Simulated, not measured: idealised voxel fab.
process module | voxel tone inversion
Section shown: cut. Width: 200 nm. Cell size: 5 nm, square.
In what follows, cross-sections appear as grids of square cells, described through bands that run from the top down, where every band is one or more rows of cells. Heights first: top, then bottom, in nm. Then materials, left to right, each with a width in nm. "throughout" on a single material: fills the band edge to edge. "blank": empty space. Below 0: as-received wafer, all one material; heights counted from there. Lowest band: no bottom, goes on down, written "0 nm and below". Think of "30..40" as a width that walks from the first number to the second as you go down the band, top row to bottom row, taking equal-sized steps from row to row. Reading "same as before" for a step: not a cell of the cross-section changed in it. Reported under the label "Trapped cavities" are the empty spaces having no open way to the top and comprising 8 cells or more; the notation for each is width x height at distance, in which the distance is measured from the left edge and all three values are in nm. Heads up: the bit after the settings on a step's line is the simulator's remark on that step. "overlay nm" denotes, for a step that has a mask, the displacement of the mask to the right of its planned place, with negative values corresponding to the left.

The planned process steps are enumerated hereunder
1) RECEIVE,material Si
2) CONFORMAL_DEP,material SiCN,thk nm 5
3) DIRECTIONAL_DEP,material aC,thk nm 25
4) PATTERN,tone cover,mask id POSTS,material resist,width nm 20,pitch nm 35,thk nm 35,overlay nm 0
5) DIRECTIONAL_ETCH,etch materials aC,depth nm 25
6) STRIP,etch materials resist
7) FILL_DEP,material SiO2,thk nm 10
8) CMP,height nm 30
9) STRIP,etch materials aC
10) CONFORMAL_DEP,material TiN,thk nm 5
11) FILL_DEP,material Cu,thk nm 10
12) CMP,height nm 30
13) CONFORMAL_DEP,material SiCN,thk nm 5

The cross-section here shows the wafer as received, i.e. in its state after step 1
- 0 nm and below  Si throughout
- Trapped cavities: none

One mistake in running the module, otherwise start and plan as above: cross-section at the end
- 35 nm to 30 nm  SiCN throughout
- 30 nm to 10 nm  SiO2=75 / TiN=5 / Cu=5 / TiN=5 / SiO2=20 / TiN=5 / Cu=5 / TiN=5 / SiO2=75
- 10 nm to 5 nm  SiO2=75 / TiN=15 / SiO2=20 / TiN=15 / SiO2=75
- 5 nm to 0 nm  SiCN throughout
- 0 nm and below  Si throughout
- Trapped cavities: none
Processing error: step 4 off recipe, ran as PATTERN,tone cover,mask id POSTS,material resist,width nm 15,pitch nm 35,thk nm 35,overlay nm 0
